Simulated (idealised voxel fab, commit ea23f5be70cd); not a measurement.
process module | voxel transistor to metal
cross-section cut | 185 nm wide | cells 5 nm
A cross-section is a grid of square cells, given in bands from the top down. A band is one or more rows of cells.
Each band's line starts with the height of the band's top and of its bottom, in nm. Then come its materials from left to right, each with its width in nm. One material with "throughout" fills the band from edge to edge. "air" is empty space.
Height 0 is the level under which the wafer as received is all one material. The lowest band goes on downwards, as in "0 down".
A width such as "30 to 40" changes by the same amount from each row of cells to the next, from the band's top row to its bottom row.
"no change" after a step means that no cell of the cross-section changed.
closed voids: empty space of 8 cells or more with no open way to the top, each as width x height at its distance from the left edge, in nm
after a step's settings: what the simulator itself notes on the step
overlay nm, on a step with a mask: how far to the right of its planned place the mask lay; to the left if negative
plan
1 op RECEIVE | material Si
2 op CONFORMAL_DEP | material SiO2 | thk nm 5
3 op CONFORMAL_DEP | material SiN | thk nm 10
4 op MASKED_ETCH | tone cover | mask id ACTIVE | width nm 110 | etch materials SiN | depth nm 10 | overlay nm 0
5 op MASKED_ETCH | tone cover | mask id ACTIVE | width nm 110 | etch materials SiO2 | depth nm 5 | overlay nm 0
6 op MASKED_ETCH | tone cover | mask id ACTIVE | width nm 110 | etch materials Si | depth nm 35 | overlay nm 0
7 op OXIDIZE | depth nm 5
8 op FILL_DEP | material SiO2 | thk nm 10
9 op CMP | height nm 15
10 op SELECTIVE_ETCH | etch materials SiO2 | depth nm 10
11 op STRIP | etch materials SiN
12 op SELECTIVE_ETCH | etch materials SiO2 | depth nm 5
13 op OXIDIZE | depth nm 5
14 op DIRECTIONAL_DEP | material polySi | thk nm 30
15 op DIRECTIONAL_DEP | material SiCN | thk nm 10
16 op MASKED_ETCH | tone cover | mask id GATE | width nm 30 | etch materials SiCN | depth nm 20 | overlay nm -10
17 op MASKED_ETCH | tone cover | mask id GATE | width nm 30 | etch materials polySi | depth nm 40 | overlay nm 0
18 op CONFORMAL_DEP | material SiN | thk nm 10
19 op DIRECTIONAL_ETCH | etch materials SiN | depth nm 10
20 op DIRECTIONAL_ETCH | etch materials SiO2 | depth nm 5
21 op DIRECTIONAL_ETCH | etch materials Si | depth nm 10
22 op EPI | material pSi | thk nm 10
23 op FILL_DEP | material SiO2 | thk nm 5
24 op CMP | height nm 30
25 op STRIP | etch materials polySi
26 op SELECTIVE_ETCH | etch materials SiO2 | depth nm 5
27 op CONFORMAL_DEP | material HfO2 | thk nm 5
28 op CONFORMAL_DEP | material TiN | thk nm 5
29 op FILL_DEP | material W | thk nm 5
30 op CMP | height nm 25
31 op DIRECTIONAL_DEP | material SiO2 | thk nm 10
32 op MASKED_ETCH | tone open | mask id CONTACT | width nm 20 | pitch nm 80 | etch materials SiO2 | depth nm 40 | overlay nm 0
33 op CONFORMAL_DEP | material TiN | thk nm 5
34 op FILL_DEP | material Ru | thk nm 5
35 op CMP | height nm 35
36 op DIRECTIONAL_DEP | material TiN | thk nm 5
37 op DIRECTIONAL_DEP | material Ru | thk nm 15
38 op PATTERN | tone cover | mask id METAL_1 | material resist | width nm 20 | pitch nm 80 | thk nm 15 | overlay nm 0
39 op DIRECTIONAL_ETCH | etch materials Ru | depth nm 15
40 op DIRECTIONAL_ETCH | etch materials TiN | depth nm 5
41 op STRIP | etch materials resist
42 op CONFORMAL_DEP | material SiCN | thk nm 5
43 op FILL_DEP | material lowk | thk nm 10
44 op CMP | height nm 55
45 op CONFORMAL_DEP | material SiCN | thk nm 5
46 op DIRECTIONAL_DEP | material SiO2 | thk nm 25
47 op DIRECTIONAL_DEP | material aC | thk nm 15
48 op PATTERN | tone open | mask id METAL_2_HOLES | material resist | width nm 15 | pitch nm 80 | thk nm 30 | overlay nm 0
49 op DIRECTIONAL_ETCH | etch materials aC | depth nm 15
50 op STRIP | etch materials resist
51 op DIRECTIONAL_ETCH | etch materials SiO2 | depth nm 25
52 op STRIP | etch materials aC
53 op DIRECTIONAL_DEP | material aC | thk nm 10
54 op PATTERN | tone open | mask id METAL_2 | material resist | width nm 20 | pitch nm 80 | thk nm 30 | overlay nm 0
55 op DIRECTIONAL_ETCH | etch materials aC | depth nm 10
56 op STRIP | etch materials resist
57 op DIRECTIONAL_ETCH | etch materials SiO2 | depth nm 15
58 op DIRECTIONAL_ETCH | etch materials SiCN | depth nm 5
59 op STRIP | etch materials aC
60 op CONFORMAL_DEP | material TiN | thk nm 5
61 op FILL_DEP | material Cu | thk nm 5
62 op CMP | height nm 85
63 op CONFORMAL_DEP | material SiN | thk nm 5
varied across the wafers: overlay nm of step 16. The plan shows the first wafer's value. All wafers start alike
first wafer as received, after step 1
  0 down: Si throughout
  closed voids: none
first wafer at the end, after step 63
  90 to 85: SiN throughout
  85 to 75: SiO2 40 | TiN 5 | Cu 10 | TiN 5 | SiO2 60 | TiN 5 | Cu 10 | TiN 5 | SiO2 45
  75 to 70: SiO2 40 | TiN 5 | Cu 5 | TiN 10 | SiO2 60 | TiN 5 | Cu 5 | TiN 10 | SiO2 45
  70 to 60: SiO2 40 | TiN 5 | Cu 5 | TiN 5 | SiO2 65 | TiN 5 | Cu 5 | TiN 5 | SiO2 50
  60 to 55: SiCN 40 | TiN 15 | SiCN 65 | TiN 15 | SiCN 50
  55 to 40: lowk 35 | SiCN 5 | Ru 20 | SiCN 5 | lowk 50 | SiCN 5 | Ru 20 | SiCN 5 | lowk 40
  40 to 35: SiCN 40 | TiN 20 | SiCN 60 | TiN 20 | SiCN 45
  35 to 25: SiO2 40 | TiN 5 | Ru 10 to 5 | TiN 5 to 10 | SiO2 60 | TiN 5 | Ru 10 | TiN 5 | SiO2 45
  25 to 10: SiO2 40 | TiN 5 | Ru 5 | TiN 5 | SiN 10 | HfO2 5 | TiN 5 | W 20 | TiN 5 | HfO2 5 | SiN 10 | SiO2 5 | TiN 5 | Ru 10 | TiN 5 | SiO2 45
  10 to 5: SiO2 40 | TiN 15 | SiN 10 | HfO2 5 | TiN 5 | W 20 | TiN 5 | HfO2 5 | SiN 10 | SiO2 5 | TiN 10 | Ru 5 | TiN 5 | SiO2 45
  5 to 0: SiO2 40 | TiN 5 | pSi 10 | SiN 10 | HfO2 5 | TiN 30 | HfO2 5 | SiN 10 | pSi 10 | TiN 5 | Ru 5 | TiN 5 | SiO2 45
  0 to -5: SiO2 40 | TiN 5 | pSi 10 | SiO2 5 | HfO2 50 | SiO2 5 | pSi 10 | TiN 15 | SiO2 45
  -5 to -15: SiO2 40 | pSi 15 | Si 60 | pSi 25 | SiO2 45
  -15 to -40: SiO2 40 | Si 100 | SiO2 45
  -40 down: Si throughout
  closed voids: none
last wafer at the end
  90 to 85: SiN throughout
  85 to 75: SiO2 40 | TiN 5 | Cu 10 | TiN 5 | SiO2 60 | TiN 5 | Cu 10 | TiN 5 | SiO2 45
  75 to 70: SiO2 40 | TiN 5 | Cu 5 | TiN 10 | SiO2 60 | TiN 5 | Cu 5 | TiN 10 | SiO2 45
  70 to 60: SiO2 40 | TiN 5 | Cu 5 | TiN 5 | SiO2 65 | TiN 5 | Cu 5 | TiN 5 | SiO2 50
  60 to 55: SiCN 40 | TiN 15 | SiCN 65 | TiN 15 | SiCN 50
  55 to 40: lowk 35 | SiCN 5 | Ru 20 | SiCN 5 | lowk 50 | SiCN 5 | Ru 20 | SiCN 5 | lowk 40
  40 to 35: SiCN 40 | TiN 20 | SiCN 60 | TiN 20 | SiCN 45
  35 to 25: SiO2 40 | TiN 5 | Ru 10 | TiN 5 | SiO2 60 | TiN 5 to 10 | Ru 10 to 5 | TiN 5 | SiO2 45
  25 to 10: SiO2 40 | TiN 5 | Ru 10 | TiN 5 | SiO2 5 | SiN 10 | HfO2 5 | TiN 5 | W 20 | TiN 5 | HfO2 5 | SiN 10 | TiN 5 | Ru 5 | TiN 5 | SiO2 45
  10 to 5: SiO2 40 | TiN 5 | Ru 5 | TiN 10 | SiO2 5 | SiN 10 | HfO2 5 | TiN 5 | W 20 | TiN 5 | HfO2 5 | SiN 10 | TiN 15 | SiO2 45
  5 to 0: SiO2 40 | TiN 5 | Ru 5 | TiN 5 | pSi 10 | SiN 10 | HfO2 5 | TiN 30 | HfO2 5 | SiN 10 | pSi 10 | TiN 5 | SiO2 45
  0 to -5: SiO2 40 | TiN 15 | pSi 10 | SiO2 5 | HfO2 50 | SiO2 5 | pSi 10 | TiN 5 | SiO2 45
  -5 to -15: SiO2 40 | pSi 25 | Si 60 | pSi 15 | SiO2 45
  -15 to -40: SiO2 40 | Si 100 | SiO2 45
  -40 down: Si throughout
  closed voids: none
each wafer at the end: cells of each material gained (+) or lost (-) since it was received, then its closed voids
overlay nm -10 | +14 Cu | +20 HfO2 | +42 Ru | -172 Si | +72 SiCN | +57 SiN | +434 SiO2 | +84 TiN | +16 W | +75 lowk | +24 pSi | closed voids: none
overlay nm -5 | +14 Cu | +19 HfO2 | +46 Ru | -174 Si | +72 SiCN | +57 SiN | +434 SiO2 | +85 TiN | +12 W | +75 lowk | +26 pSi | closed voids: none
overlay nm 0 | +14 Cu | +18 HfO2 | +48 Ru | -176 Si | +72 SiCN | +57 SiN | +438 SiO2 | +84 TiN | +8 W | +75 lowk | +28 pSi | closed voids: none
overlay nm 5 | +14 Cu | +19 HfO2 | +46 Ru | -174 Si | +72 SiCN | +57 SiN | +434 SiO2 | +85 TiN | +12 W | +75 lowk | +26 pSi | closed voids: none
overlay nm 10 | +14 Cu | +20 HfO2 | +42 Ru | -172 Si | +72 SiCN | +57 SiN | +434 SiO2 | +84 TiN | +16 W | +75 lowk | +24 pSi | closed voids: none
